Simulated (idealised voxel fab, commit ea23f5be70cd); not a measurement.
process module | voxel transistor to metal
cross-section cut | 175 nm wide | cells 5 nm
A cross-section is a grid of square cells, given in bands from the top down. A band is one or more rows of cells.
Each band's line starts with the height of the band's top and of its bottom, in nm. Then come its materials from left to right, each with its width in nm. One material with "throughout" fills the band from edge to edge. "air" is empty space.
Height 0 is the level under which the wafer as received is all one material. The lowest band goes on downwards, as in "0 down".
A width such as "30 to 40" changes by the same amount from each row of cells to the next, from the band's top row to its bottom row.
"no change" after a step means that no cell of the cross-section changed.
closed voids: empty space of 8 cells or more with no open way to the top, each as width x height at its distance from the left edge, in nm
after a step's settings: what the simulator itself notes on the step
overlay nm, on a step with a mask: how far to the right of its planned place the mask lay; to the left if negative
Each pair below shows a cross-section before one step and the cross-section after it, down to the lowest band that changed. The line under each pair gives the step between them, with its settings. The pairs can come from different runs of this module on the same starting wafer, so a pair continues from the pair above only where its "before" says so.
before
  30 to 20: SiO2 throughout
  20 to 0: SiO2 60 | SiN 10 | TiN 5 | HfO2 5 | W 15 | HfO2 5 | TiN 5 | SiN 10 | SiO2 60
  0 to -5: SiO2 60 | SiN 10 | TiN 5 | HfO2 25 | TiN 5 | SiN 10 | SiO2 60
  -5 to -10: SiO2 55 | pSi 5 | SiO2 10 | TiN 35 | SiO2 10 | pSi 5 | SiO2 55
  -10 to -15: SiO2 35 | pSi 25 | Si 55 | pSi 25 | SiO2 35
  -15 to -30: SiO2 35 | Si 105 | SiO2 35
  -30 down: Si throughout
  closed voids: none
after
  30 to 20: SiO2 40 | air 20 | SiO2 55 | air 20 | SiO2 40
  20 to 0: SiO2 40 | air 20 | SiN 10 | TiN 5 | HfO2 5 | W 15 | HfO2 5 | TiN 5 | SiN 10 | air 20 | SiO2 40
  0 to -5: SiO2 40 | air 20 | SiN 10 | TiN 5 | HfO2 25 | TiN 5 | SiN 10 | air 20 | SiO2 40
  -5 to -10: SiO2 40 | air 15 | pSi 5 | SiO2 10 | TiN 35 | SiO2 10 | pSi 5 | air 15 | SiO2 40
  below -10: unchanged
  closed voids: none
the step between: op MASKED_ETCH | tone open | mask id CONTACT | width nm 20 | pitch nm 75 | etch materials SiO2 | depth nm 40 | overlay nm 0
before: the cross-section after the pair above
after
  35 to 30: TiN 45 | air 10 | TiN 65 | air 10 | TiN 45
  30 to 20: SiO2 40 | TiN 5 | air 10 | TiN 5 | SiO2 55 | TiN 5 | air 10 | TiN 5 | SiO2 40
  20 to 0: SiO2 40 | TiN 5 | air 10 | TiN 5 | SiN 10 | TiN 5 | HfO2 5 | W 15 | HfO2 5 | TiN 5 | SiN 10 | TiN 5 | air 10 | TiN 5 | SiO2 40
  0 to -5: SiO2 40 | TiN 5 | air 5 | TiN 10 | SiN 10 | TiN 5 | HfO2 25 | TiN 5 | SiN 10 | TiN 10 | air 5 | TiN 5 | SiO2 40
  -5 to -10: SiO2 40 | TiN 15 | pSi 5 | SiO2 10 | TiN 35 | SiO2 10 | pSi 5 | TiN 15 | SiO2 40
  below -10: unchanged
  closed voids: none
the step between: op CONFORMAL_DEP | material TiN | thk nm 5
before: the cross-section after the pair above
after
  40 to 35: W throughout
  35 to 30: TiN 45 | W 10 | TiN 65 | W 10 | TiN 45
  30 to 20: SiO2 40 | TiN 5 | W 10 | TiN 5 | SiO2 55 | TiN 5 | W 10 | TiN 5 | SiO2 40
  20 to 0: SiO2 40 | TiN 5 | W 10 | TiN 5 | SiN 10 | TiN 5 | HfO2 5 | W 15 | HfO2 5 | TiN 5 | SiN 10 | TiN 5 | W 10 | TiN 5 | SiO2 40
  0 to -5: SiO2 40 | TiN 5 | W 5 | TiN 10 | SiN 10 | TiN 5 | HfO2 25 | TiN 5 | SiN 10 | TiN 10 | W 5 | TiN 5 | SiO2 40
  below -5: unchanged
  closed voids: none
the step between: op FILL_DEP | material W | thk nm 5
before: the cross-section after the pair above
after
  30 to 20: SiO2 40 | TiN 5 | W 10 | TiN 5 | SiO2 55 | TiN 5 | W 10 | TiN 5 | SiO2 40
  below 20: unchanged
  closed voids: none
the step between: op CMP | height nm 30
before: the cross-section after the pair above
after
  35 to 30: SiCN throughout
  below 30: unchanged
  closed voids: none
the step between: op CONFORMAL_DEP | material SiCN | thk nm 5
before: the cross-section after the pair above
after
  60 to 35: lowk throughout
  below 35: unchanged
  closed voids: none
the step between: op DIRECTIONAL_DEP | material lowk | thk nm 25
before: the cross-section after the pair above
after
  80 to 60: resist 40 | air 20 | resist 55 | air 20 | resist 40
  below 60: unchanged
  closed voids: none
the step between: op PATTERN | tone open | mask id METAL_1 | material resist | width nm 20 | pitch nm 75 | thk nm 20 | overlay nm 0
before: the cross-section after the pair above
after
  80 to 60: resist 40 | air 20 | resist 55 | air 20 | resist 40
  60 to 35: lowk 40 | air 20 | lowk 55 | air 20 | lowk 40
  below 35: unchanged
  closed voids: none
the step between: op DIRECTIONAL_ETCH | etch materials lowk | depth nm 25
before: the cross-section after the pair above
after
  80 to 60: resist 40 | air 20 | resist 55 | air 20 | resist 40
  60 to 35: lowk 40 | air 20 | lowk 55 | air 20 | lowk 40
  35 to 30: SiCN 40 | air 20 | SiCN 55 | air 20 | SiCN 40
  below 30: unchanged
  closed voids: none
the step between: op DIRECTIONAL_ETCH | etch materials SiCN | depth nm 5
before: the cross-section after the pair above
after
  60 to 35: lowk 40 | air 20 | lowk 55 | air 20 | lowk 40
  below 35: unchanged
  closed voids: none
the step between: op STRIP | etch materials resist
before: the cross-section after the pair above
after
  65 to 60: TiN 45 | air 10 | TiN 65 | air 10 | TiN 45
  60 to 35: lowk 40 | TiN 5 | air 10 | TiN 5 | lowk 55 | TiN 5 | air 10 | TiN 5 | lowk 40
  35 to 30: SiCN 40 | TiN 20 | SiCN 55 | TiN 20 | SiCN 40
  below 30: unchanged
  closed voids: none
the step between: op CONFORMAL_DEP | material TiN | thk nm 5
before: the cross-section after the pair above
after
  70 to 65: W throughout
  65 to 60: TiN 45 | W 10 | TiN 65 | W 10 | TiN 45
  60 to 35: lowk 40 | TiN 5 | W 10 | TiN 5 | lowk 55 | TiN 5 | W 10 | TiN 5 | lowk 40
  below 35: unchanged
  closed voids: none
the step between: op FILL_DEP | material W | thk nm 5
before: the cross-section after the pair above
after
  60 to 35: lowk 40 | TiN 5 | W 10 | TiN 5 | lowk 55 | TiN 5 | W 10 | TiN 5 | lowk 40
  below 35: unchanged
  closed voids: none
the step between: op CMP | height nm 60
before: the cross-section after the pair above
after
  65 to 60: air 35 | Ru 30 | air 45 | Ru 30 | air 35
  below 60: unchanged
  closed voids: none
the step between: op EPI | material Ru | thk nm 5
before: the cross-section after the pair above
after
  70 to 65: SiCN throughout
  65 to 60: SiCN 35 | Ru 30 | SiCN 45 | Ru 30 | SiCN 35
  below 60: unchanged
  closed voids: none
the step between: op FILL_DEP | material SiCN | thk nm 5
before: the cross-section after the pair above
after
  95 to 70: lowk throughout
  below 70: unchanged
  closed voids: none
the step between: op DIRECTIONAL_DEP | material lowk | thk nm 25
before: the cross-section after the pair above
after
  110 to 95: resist 40 | air 20 | resist 55 | air 20 | resist 40
  below 95: unchanged
  closed voids: none
the step between: op PATTERN | tone open | mask id METAL_2 | material resist | width nm 20 | pitch nm 75 | thk nm 15 | overlay nm 0
before: the cross-section after the pair above
after
  110 to 95: resist 40 | air 20 | resist 55 | air 20 | resist 40
  95 to 80: lowk 40 | air 20 | lowk 55 | air 20 | lowk 40
  below 80: unchanged
  closed voids: none
the step between: op DIRECTIONAL_ETCH | etch materials lowk | depth nm 15
before: the cross-section after the pair above
after
  95 to 80: lowk 40 | air 20 | lowk 55 | air 20 | lowk 40
  below 80: unchanged
  closed voids: none
the step between: op STRIP | etch materials resist
before: the cross-section after the pair above
after
  110 to 95: resist 40 | air 15 | resist 60 | air 15 | resist 45
  95 to 80: lowk 40 | air 15 | resist 5 | lowk 55 | air 15 | resist 5 | lowk 40
  below 80: unchanged
  closed voids: none
the step between: op PATTERN | tone open | mask id METAL_2_HOLES | material resist | width nm 15 | pitch nm 75 | thk nm 15 | overlay nm 0
before: the cross-section after the pair above
after
  110 to 95: resist 40 | air 15 | resist 60 | air 15 | resist 45
  95 to 80: lowk 40 | air 15 | resist 5 | lowk 55 | air 15 | resist 5 | lowk 40
  80 to 70: lowk 40 | air 15 | lowk 60 | air 15 | lowk 45
  below 70: unchanged
  closed voids: none
the step between: op DIRECTIONAL_ETCH | etch materials lowk | depth nm 10
before: the cross-section after the pair above
after
  110 to 95: resist 40 | air 15 | resist 60 | air 15 | resist 45
  95 to 80: lowk 40 | air 15 | resist 5 | lowk 55 | air 15 | resist 5 | lowk 40
  80 to 70: lowk 40 | air 15 | lowk 60 | air 15 | lowk 45
  70 to 65: SiCN 40 | air 15 | SiCN 60 | air 15 | SiCN 45
  below 65: unchanged
  closed voids: none
the step between: op DIRECTIONAL_ETCH | etch materials SiCN | depth nm 5
before: the cross-section after the pair above
after
  95 to 80: lowk 40 | air 20 | lowk 55 | air 20 | lowk 40
  below 80: unchanged
  closed voids: none
the step between: op STRIP | etch materials resist
before: the cross-section after the pair above
after
  100 to 95: TiN 45 | air 10 | TiN 65 | air 10 | TiN 45
  95 to 85: lowk 40 | TiN 5 | air 10 | TiN 5 | lowk 55 | TiN 5 | air 10 | TiN 5 | lowk 40
  85 to 80: lowk 40 | TiN 5 | air 5 | TiN 10 | lowk 55 | TiN 5 | air 5 | TiN 10 | lowk 40
  80 to 70: lowk 40 | TiN 5 | air 5 | TiN 5 | lowk 60 | TiN 5 | air 5 | TiN 5 | lowk 45
  70 to 65: SiCN 40 | TiN 15 | SiCN 60 | TiN 15 | SiCN 45
  below 65: unchanged
  closed voids: none
the step between: op CONFORMAL_DEP | material TiN | thk nm 5
before: the cross-section after the pair above
after
  105 to 100: Cu throughout
  100 to 95: TiN 45 | Cu 10 | TiN 65 | Cu 10 | TiN 45
  95 to 85: lowk 40 | TiN 5 | Cu 10 | TiN 5 | lowk 55 | TiN 5 | Cu 10 | TiN 5 | lowk 40
  85 to 80: lowk 40 | TiN 5 | Cu 5 | TiN 10 | lowk 55 | TiN 5 | Cu 5 | TiN 10 | lowk 40
  80 to 70: lowk 40 | TiN 5 | Cu 5 | TiN 5 | lowk 60 | TiN 5 | Cu 5 | TiN 5 | lowk 45
  below 70: unchanged
  closed voids: none
the step between: op FILL_DEP | material Cu | thk nm 5
before: the cross-section after the pair above
after
  95 to 85: lowk 40 | TiN 5 | Cu 10 | TiN 5 | lowk 55 | TiN 5 | Cu 10 | TiN 5 | lowk 40
  below 85: unchanged
  closed voids: none
the step between: op CMP | height nm 95
before: the cross-section after the pair above
after
  100 to 95: SiN throughout
  below 95: unchanged
  closed voids: none
the step between: op CONFORMAL_DEP | material SiN | thk nm 5
before
  70 to 65: W throughout
  65 to 60: TiN 45 | W 10 | TiN 65 | W 10 | TiN 45
  60 to 35: lowk 40 | TiN 5 | W 10 | TiN 5 | lowk 55 | TiN 5 | W 10 | TiN 5 | lowk 40
  35 to 30: SiCN 40 | TiN 20 | SiCN 55 | TiN 20 | SiCN 40
  30 to 20: SiO2 40 | TiN 5 | W 10 | TiN 5 | SiO2 55 | TiN 5 | W 10 | TiN 5 | SiO2 40
  20 to 0: SiO2 40 | TiN 5 | W 10 | TiN 5 | SiN 10 | HfO2 5 | TiN 5 | W 15 | TiN 5 | HfO2 5 | SiN 10 | TiN 5 | W 10 | TiN 5 | SiO2 40
  0 to -5: SiO2 40 | TiN 5 | W 5 | TiN 10 | SiN 10 | HfO2 5 | TiN 25 | HfO2 5 | SiN 10 | TiN 10 | W 5 | TiN 5 | SiO2 40
  -5 to -10: SiO2 40 | TiN 15 | pSi 5 | SiO2 10 | HfO2 35 | SiO2 10 | pSi 5 | TiN 15 | SiO2 40
  -10 to -15: SiO2 35 | pSi 25 | Si 55 | pSi 25 | SiO2 35
  -15 to -30: SiO2 35 | Si 105 | SiO2 35
  -30 down: Si throughout
  closed voids: none
after
  65 to 60: TiN 45 | W 10 | TiN 65 | W 10 | TiN 45
  below 60: unchanged
  closed voids: none
the step between: op CMP | height nm 65
before: the cross-section after the pair above
after
  70 to 65: Ru throughout
  below 65: unchanged
  closed voids: none
the step between: op EPI | material Ru | thk nm 5
before: the cross-section after the pair above
after
  75 to 70: SiCN throughout
  below 70: unchanged
  closed voids: none
the step between: op FILL_DEP | material SiCN | thk nm 5
before: the cross-section after the pair above
after
  100 to 75: lowk throughout
  below 75: unchanged
  closed voids: none
the step between: op DIRECTIONAL_DEP | material lowk | thk nm 25
before: the cross-section after the pair above
after
  115 to 100: resist 40 | air 20 | resist 55 | air 20 | resist 40
  below 100: unchanged
  closed voids: none
the step between: op PATTERN | tone open | mask id METAL_2 | material resist | width nm 20 | pitch nm 75 | thk nm 15 | overlay nm 0
before: the cross-section after the pair above
after
  115 to 100: resist 40 | air 20 | resist 55 | air 20 | resist 40
  100 to 85: lowk 40 | air 20 | lowk 55 | air 20 | lowk 40
  below 85: unchanged
  closed voids: none
the step between: op DIRECTIONAL_ETCH | etch materials lowk | depth nm 15
before: the cross-section after the pair above
after
  100 to 85: lowk 40 | air 20 | lowk 55 | air 20 | lowk 40
  below 85: unchanged
  closed voids: none
the step between: op STRIP | etch materials resist
before: the cross-section after the pair above
after
  115 to 100: resist 40 | air 15 | resist 60 | air 15 | resist 45
  100 to 85: lowk 40 | air 15 | resist 5 | lowk 55 | air 15 | resist 5 | lowk 40
  below 85: unchanged
  closed voids: none
the step between: op PATTERN | tone open | mask id METAL_2_HOLES | material resist | width nm 15 | pitch nm 75 | thk nm 15 | overlay nm 0
before: the cross-section after the pair above
after
  115 to 100: resist 40 | air 15 | resist 60 | air 15 | resist 45
  100 to 85: lowk 40 | air 15 | resist 5 | lowk 55 | air 15 | resist 5 | lowk 40
  85 to 75: lowk 40 | air 15 | lowk 60 | air 15 | lowk 45
  below 75: unchanged
  closed voids: none
the step between: op DIRECTIONAL_ETCH | etch materials lowk | depth nm 10
before: the cross-section after the pair above
after
  115 to 100: resist 40 | air 15 | resist 60 | air 15 | resist 45
  100 to 85: lowk 40 | air 15 | resist 5 | lowk 55 | air 15 | resist 5 | lowk 40
  85 to 75: lowk 40 | air 15 | lowk 60 | air 15 | lowk 45
  75 to 70: SiCN 40 | air 15 | SiCN 60 | air 15 | SiCN 45
  below 70: unchanged
  closed voids: none
the step between: op DIRECTIONAL_ETCH | etch materials SiCN | depth nm 5
before: the cross-section after the pair above
after
  100 to 85: lowk 40 | air 20 | lowk 55 | air 20 | lowk 40
  below 85: unchanged
  closed voids: none
the step between: op STRIP | etch materials resist
before: the cross-section after the pair above
after
  105 to 100: TiN 45 | air 10 | TiN 65 | air 10 | TiN 45
  100 to 90: lowk 40 | TiN 5 | air 10 | TiN 5 | lowk 55 | TiN 5 | air 10 | TiN 5 | lowk 40
  90 to 85: lowk 40 | TiN 5 | air 5 | TiN 10 | lowk 55 | TiN 5 | air 5 | TiN 10 | lowk 40
  85 to 75: lowk 40 | TiN 5 | air 5 | TiN 5 | lowk 60 | TiN 5 | air 5 | TiN 5 | lowk 45
  75 to 70: SiCN 40 | TiN 15 | SiCN 60 | TiN 15 | SiCN 45
  below 70: unchanged
  closed voids: none
the step between: op CONFORMAL_DEP | material TiN | thk nm 5
before: the cross-section after the pair above
after
  110 to 105: Cu throughout
  105 to 100: TiN 45 | Cu 10 | TiN 65 | Cu 10 | TiN 45
  100 to 90: lowk 40 | TiN 5 | Cu 10 | TiN 5 | lowk 55 | TiN 5 | Cu 10 | TiN 5 | lowk 40
  90 to 85: lowk 40 | TiN 5 | Cu 5 | TiN 10 | lowk 55 | TiN 5 | Cu 5 | TiN 10 | lowk 40
  85 to 75: lowk 40 | TiN 5 | Cu 5 | TiN 5 | lowk 60 | TiN 5 | Cu 5 | TiN 5 | lowk 45
  below 75: unchanged
  closed voids: none
the step between: op FILL_DEP | material Cu | thk nm 5
before: the cross-section after the pair above
after
  95 to 85: lowk 40 | TiN 5 | Cu 10 to 5 | TiN 5 to 10 | lowk 55 | TiN 5 | Cu 10 to 5 | TiN 5 to 10 | lowk 40
  below 85: unchanged
  closed voids: none
the step between: op CMP | height nm 95
before: the cross-section after the pair above
after
  100 to 95: SiN throughout
  below 95: unchanged
  closed voids: none
the step between: op CONFORMAL_DEP | material SiN | thk nm 5
before
  35 to 25: SiCN throughout
  25 to -5: polySi throughout
  -5 to -10: SiO2 throughout
  -10 to -30: SiO2 35 | Si 105 | SiO2 35
  -30 down: Si throughout
  closed voids: none
after
  50 to 35: air 80 | resist 15 | air 80
  below 35: unchanged
  closed voids: none
the step between: op PATTERN | tone cover | mask id GATE | material resist | width nm 15 | thk nm 15 | overlay nm 0
before: the cross-section after the pair above
after
  50 to 35: air 80 | resist 15 | air 80
  35 to 25: air 80 | SiCN 15 | air 80
  below 25: unchanged
  closed voids: none
the step between: op DIRECTIONAL_ETCH | etch materials SiCN | depth nm 20
before: the cross-section after the pair above
after
  50 to 35: air 80 | resist 15 | air 80
  35 to 25: air 80 | SiCN 15 | air 80
  25 to -5: air 80 | polySi 15 | air 80
  below -5: unchanged
  closed voids: none
the step between: op DIRECTIONAL_ETCH | etch materials polySi | depth nm 40
before: the cross-section after the pair above
after
  35 to 25: air 80 | SiCN 15 | air 80
  below 25: unchanged
  closed voids: none
the step between: op STRIP | etch materials resist
before: the cross-section after the pair above
after
  40 to 35: air 75 | SiO2 25 | air 75
  35 to 25: air 75 | SiO2 5 | SiCN 15 | SiO2 5 | air 75
  25 to 0: air 75 | SiO2 5 | polySi 15 | SiO2 5 | air 75
  0 to -5: SiO2 80 | polySi 15 | SiO2 80
  below -5: unchanged
  closed voids: none
the step between: op CONFORMAL_DEP | material SiO2 | thk nm 5
before: the cross-section after the pair above
after
  35 to 25: air 75 | SiO2 5 | SiCN 15 | SiO2 5 | air 75
  25 to -5: air 75 | SiO2 5 | polySi 15 | SiO2 5 | air 75
  below -5: unchanged
  closed voids: none
the step between: op DIRECTIONAL_ETCH | etch materials SiO2 | depth nm 5
before: the cross-section after the pair above
after
  45 to 35: air 65 | SiN 45 | air 65
  35 to 25: air 65 | SiN 10 | SiO2 5 | SiCN 15 | SiO2 5 | SiN 10 | air 65
  25 to 5: air 65 | SiN 10 | SiO2 5 | polySi 15 | SiO2 5 | SiN 10 | air 65
  5 to -5: SiN 75 | SiO2 5 | polySi 15 | SiO2 5 | SiN 75
  below -5: unchanged
  closed voids: none
the step between: op CONFORMAL_DEP | material SiN | thk nm 10
before: the cross-section after the pair above
after
  35 to 25: air 65 | SiN 10 | SiO2 5 | SiCN 15 | SiO2 5 | SiN 10 | air 65
  25 to -5: air 65 | SiN 10 | SiO2 5 | polySi 15 | SiO2 5 | SiN 10 | air 65
  below -5: unchanged
  closed voids: none
the step between: op DIRECTIONAL_ETCH | etch materials SiN | depth nm 10
before: the cross-section after the pair above
after
  35 to 30: air 65 | SiN 10 | air 5 | SiCN 15 | air 5 | SiN 10 | air 65
  30 to 25: air 65 | SiN 10 | SiO2 5 | SiCN 15 | SiO2 5 | SiN 10 | air 65
  25 to -5: air 65 | SiN 10 | SiO2 5 | polySi 15 | SiO2 5 | SiN 10 | air 65
  -5 to -10: air 65 | SiO2 45 | air 65
  below -10: unchanged
  closed voids: none
the step between: op DIRECTIONAL_ETCH | etch materials SiO2 | depth nm 5
before: the cross-section after the pair above
after
  35 to 30: air 65 | SiN 10 | air 5 | SiCN 15 | air 5 | SiN 10 | air 65
  30 to 25: air 65 | SiN 10 | SiO2 5 | SiCN 15 | SiO2 5 | SiN 10 | air 65
  25 to -5: air 65 | SiN 10 | SiO2 5 | polySi 15 | SiO2 5 | SiN 10 | air 65
  -5 to -10: air 65 | SiO2 45 | air 65
  -10 to -15: SiO2 35 | air 30 | Si 45 | air 30 | SiO2 35
  below -15: unchanged
  closed voids: none
the step between: op DIRECTIONAL_ETCH | etch materials Si | depth nm 5
before: the cross-section after the pair above
after
  35 to 30: air 65 | SiN 10 | air 5 | SiCN 15 | air 5 | SiN 10 | air 65
  30 to 25: air 65 | SiN 10 | SiO2 5 | SiCN 15 | SiO2 5 | SiN 10 | air 65
  25 to -5: air 65 | SiN 10 | SiO2 5 | polySi 15 | SiO2 5 | SiN 10 | air 65
  -5 to -10: air 60 | pSi 5 | SiO2 45 | pSi 5 | air 60
  -10 to -15: SiO2 35 | pSi 30 | Si 45 | pSi 30 | SiO2 35
  below -15: unchanged
  closed voids: none
the step between: op EPI | material pSi | thk nm 5
before: the cross-section after the pair above
after
  40 to 35: SiO2 throughout
  35 to 25: SiO2 65 | SiN 10 | SiO2 5 | SiCN 15 | SiO2 5 | SiN 10 | SiO2 65
  25 to -5: SiO2 65 | SiN 10 | SiO2 5 | polySi 15 | SiO2 5 | SiN 10 | SiO2 65
  -5 to -10: SiO2 60 | pSi 5 | SiO2 45 | pSi 5 | SiO2 60
  below -10: unchanged
  closed voids: none
the step between: op FILL_DEP | material SiO2 | thk nm 5
before: the cross-section after the pair above
after
  25 to -5: SiO2 65 | SiN 10 | SiO2 5 | polySi 15 | SiO2 5 | SiN 10 | SiO2 65
  below -5: unchanged
  closed voids: none
the step between: op CMP | height nm 25
before: the cross-section after the pair above
after
  25 to -5: SiO2 65 | SiN 10 | SiO2 5 | air 15 | SiO2 5 | SiN 10 | SiO2 65
  below -5: unchanged
  closed voids: none
the step between: op STRIP | etch materials polySi
before: the cross-section after the pair above
after
  25 to 20: air 65 | SiN 10 | air 25 | SiN 10 | air 65
  20 to -5: SiO2 65 | SiN 10 | air 25 | SiN 10 | SiO2 65
  -5 to -10: SiO2 60 | pSi 5 | SiO2 10 | air 25 | SiO2 10 | pSi 5 | SiO2 60
  below -10: unchanged
  closed voids: none
the step between: op SELECTIVE_ETCH | etch materials SiO2 | depth nm 5
before: the cross-section after the pair above
after
  30 to 25: air 60 | HfO2 20 | air 15 | HfO2 20 | air 60
  25 to 20: HfO2 65 | SiN 10 | HfO2 5 | air 15 | HfO2 5 | SiN 10 | HfO2 65
  20 to -5: SiO2 65 | SiN 10 | HfO2 5 | air 15 | HfO2 5 | SiN 10 | SiO2 65
  -5 to -10: SiO2 60 | pSi 5 | SiO2 10 | HfO2 25 | SiO2 10 | pSi 5 | SiO2 60
  below -10: unchanged
  closed voids: none
the step between: op CONFORMAL_DEP | material HfO2 | thk nm 5
before: the cross-section after the pair above
after
  35 to 30: air 55 | TiN 30 | air 5 | TiN 30 | air 55
  30 to 25: TiN 60 | HfO2 20 | TiN 5 | air 5 | TiN 5 | HfO2 20 | TiN 60
  25 to 20: HfO2 65 | SiN 10 | HfO2 5 | TiN 5 | air 5 | TiN 5 | HfO2 5 | SiN 10 | HfO2 65
  20 to 0: SiO2 65 | SiN 10 | HfO2 5 | TiN 5 | air 5 | TiN 5 | HfO2 5 | SiN 10 | SiO2 65
  0 to -5: SiO2 65 | SiN 10 | HfO2 5 | TiN 15 | HfO2 5 | SiN 10 | SiO2 65
  below -5: unchanged
  closed voids: none
the step between: op CONFORMAL_DEP | material TiN | thk nm 5
before: the cross-section after the pair above
after
  40 to 35: W throughout
  35 to 30: W 55 | TiN 30 | W 5 | TiN 30 | W 55
  30 to 25: TiN 60 | HfO2 20 | TiN 5 | W 5 | TiN 5 | HfO2 20 | TiN 60
  25 to 20: HfO2 65 | SiN 10 | HfO2 5 | TiN 5 | W 5 | TiN 5 | HfO2 5 | SiN 10 | HfO2 65
  20 to 0: SiO2 65 | SiN 10 | HfO2 5 | TiN 5 | W 5 | TiN 5 | HfO2 5 | SiN 10 | SiO2 65
  below 0: unchanged
  closed voids: none
the step between: op FILL_DEP | material W | thk nm 5
before: the cross-section after the pair above
after
  20 to 0: SiO2 65 | SiN 10 | HfO2 5 | TiN 5 | W 5 | TiN 5 | HfO2 5 | SiN 10 | SiO2 65
  below 0: unchanged
  closed voids: none
the step between: op CMP | height nm 20
before: the cross-section after the pair above
after
  30 to 20: SiO2 throughout
  below 20: unchanged
  closed voids: none
the step between: op DIRECTIONAL_DEP | material SiO2 | thk nm 10
before: the cross-section after the pair above
after
  30 to 20: SiO2 40 | air 20 | SiO2 55 | air 20 | SiO2 40
  20 to 0: SiO2 40 | air 20 | SiO2 5 | SiN 10 | HfO2 5 | TiN 5 | W 5 | TiN 5 | HfO2 5 | SiN 10 | SiO2 5 | air 20 | SiO2 40
  0 to -5: SiO2 40 | air 20 | SiO2 5 | SiN 10 | HfO2 5 | TiN 15 | HfO2 5 | SiN 10 | SiO2 5 | air 20 | SiO2 40
  -5 to -10: SiO2 40 | air 20 | pSi 5 | SiO2 10 | HfO2 25 | SiO2 10 | pSi 5 | air 20 | SiO2 40
  below -10: unchanged
  closed voids: none
the step between: op MASKED_ETCH | tone open | mask id CONTACT | width nm 20 | pitch nm 75 | etch materials SiO2 | depth nm 40 | overlay nm 0
before: the cross-section after the pair above
after
  35 to 30: TiN 45 | air 10 | TiN 65 | air 10 | TiN 45
  30 to 20: SiO2 40 | TiN 5 | air 10 | TiN 5 | SiO2 55 | TiN 5 | air 10 | TiN 5 | SiO2 40
  20 to 0: SiO2 40 | TiN 5 | air 10 | TiN 5 | SiO2 5 | SiN 10 | HfO2 5 | TiN 5 | W 5 | TiN 5 | HfO2 5 | SiN 10 | SiO2 5 | TiN 5 | air 10 | TiN 5 | SiO2 40
  0 to -5: SiO2 40 | TiN 5 | air 10 | TiN 5 | SiO2 5 | SiN 10 | HfO2 5 | TiN 15 | HfO2 5 | SiN 10 | SiO2 5 | TiN 5 | air 10 | TiN 5 | SiO2 40
  -5 to -10: SiO2 40 | TiN 20 | pSi 5 | SiO2 10 | HfO2 25 | SiO2 10 | pSi 5 | TiN 20 | SiO2 40
  below -10: unchanged
  closed voids: none
the step between: op CONFORMAL_DEP | material TiN | thk nm 5
before: the cross-section after the pair above
after
  40 to 35: W throughout
  35 to 30: TiN 45 | W 10 | TiN 65 | W 10 | TiN 45
  30 to 20: SiO2 40 | TiN 5 | W 10 | TiN 5 | SiO2 55 | TiN 5 | W 10 | TiN 5 | SiO2 40
  20 to 0: SiO2 40 | TiN 5 | W 10 | TiN 5 | SiO2 5 | SiN 10 | HfO2 5 | TiN 5 | W 5 | TiN 5 | HfO2 5 | SiN 10 | SiO2 5 | TiN 5 | W 10 | TiN 5 | SiO2 40
  0 to -5: SiO2 40 | TiN 5 | W 10 | TiN 5 | SiO2 5 | SiN 10 | HfO2 5 | TiN 15 | HfO2 5 | SiN 10 | SiO2 5 | TiN 5 | W 10 | TiN 5 | SiO2 40
  below -5: unchanged
  closed voids: none
the step between: op FILL_DEP | material W | thk nm 5
before: the cross-section after the pair above
after
  30 to 20: SiO2 40 | TiN 5 | W 10 | TiN 5 | SiO2 55 | TiN 5 | W 10 | TiN 5 | SiO2 40
  below 20: unchanged
  closed voids: none
the step between: op CMP | height nm 30
before: the cross-section after the pair above
after
  35 to 30: SiCN throughout
  below 30: unchanged
  closed voids: none
the step between: op CONFORMAL_DEP | material SiCN | thk nm 5
before: the cross-section after the pair above
after
  60 to 35: lowk throughout
  below 35: unchanged
  closed voids: none
the step between: op DIRECTIONAL_DEP | material lowk | thk nm 25
before: the cross-section after the pair above
after
  80 to 60: resist 40 | air 20 | resist 55 | air 20 | resist 40
  below 60: unchanged
  closed voids: none
the step between: op PATTERN | tone open | mask id METAL_1 | material resist | width nm 20 | pitch nm 75 | thk nm 20 | overlay nm 0
before: the cross-section after the pair above
after
  80 to 60: resist 40 | air 20 | resist 55 | air 20 | resist 40
  60 to 35: lowk 40 | air 20 | lowk 55 | air 20 | lowk 40
  below 35: unchanged
  closed voids: none
the step between: op DIRECTIONAL_ETCH | etch materials lowk | depth nm 25
before: the cross-section after the pair above
after
  80 to 60: resist 40 | air 20 | resist 55 | air 20 | resist 40
  60 to 35: lowk 40 | air 20 | lowk 55 | air 20 | lowk 40
  35 to 30: SiCN 40 | air 20 | SiCN 55 | air 20 | SiCN 40
  below 30: unchanged
  closed voids: none
the step between: op DIRECTIONAL_ETCH | etch materials SiCN | depth nm 5
before: the cross-section after the pair above
after
  60 to 35: lowk 40 | air 20 | lowk 55 | air 20 | lowk 40
  below 35: unchanged
  closed voids: none
the step between: op STRIP | etch materials resist
before: the cross-section after the pair above
after
  65 to 60: TiN 45 | air 10 | TiN 65 | air 10 | TiN 45
  60 to 35: lowk 40 | TiN 5 | air 10 | TiN 5 | lowk 55 | TiN 5 | air 10 | TiN 5 | lowk 40
  35 to 30: SiCN 40 | TiN 20 | SiCN 55 | TiN 20 | SiCN 40
  below 30: unchanged
  closed voids: none
the step between: op CONFORMAL_DEP | material TiN | thk nm 5
before: the cross-section after the pair above
after
  70 to 65: W throughout
  65 to 60: TiN 45 | W 10 | TiN 65 | W 10 | TiN 45
  60 to 35: lowk 40 | TiN 5 | W 10 | TiN 5 | lowk 55 | TiN 5 | W 10 | TiN 5 | lowk 40
  below 35: unchanged
  closed voids: none
the step between: op FILL_DEP | material W | thk nm 5
before: the cross-section after the pair above
after
  60 to 35: lowk 40 | TiN 5 | W 10 | TiN 5 | lowk 55 | TiN 5 | W 10 | TiN 5 | lowk 40
  below 35: unchanged
  closed voids: none
the step between: op CMP | height nm 60
before: the cross-section after the pair above
after
  65 to 60: air 35 | Ru 30 | air 45 | Ru 30 | air 35
  below 60: unchanged
  closed voids: none
the step between: op EPI | material Ru | thk nm 5
before: the cross-section after the pair above
after
  70 to 65: SiCN throughout
  65 to 60: SiCN 35 | Ru 30 | SiCN 45 | Ru 30 | SiCN 35
  below 60: unchanged
  closed voids: none
the step between: op FILL_DEP | material SiCN | thk nm 5
before: the cross-section after the pair above
after
  95 to 70: lowk throughout
  below 70: unchanged
  closed voids: none
the step between: op DIRECTIONAL_DEP | material lowk | thk nm 25
before: the cross-section after the pair above
after
  110 to 95: resist 40 | air 20 | resist 55 | air 20 | resist 40
  below 95: unchanged
  closed voids: none
the step between: op PATTERN | tone open | mask id METAL_2 | material resist | width nm 20 | pitch nm 75 | thk nm 15 | overlay nm 0
before: the cross-section after the pair above
after
  110 to 95: resist 40 | air 20 | resist 55 | air 20 | resist 40
  95 to 80: lowk 40 | air 20 | lowk 55 | air 20 | lowk 40
  below 80: unchanged
  closed voids: none
the step between: op DIRECTIONAL_ETCH | etch materials lowk | depth nm 15
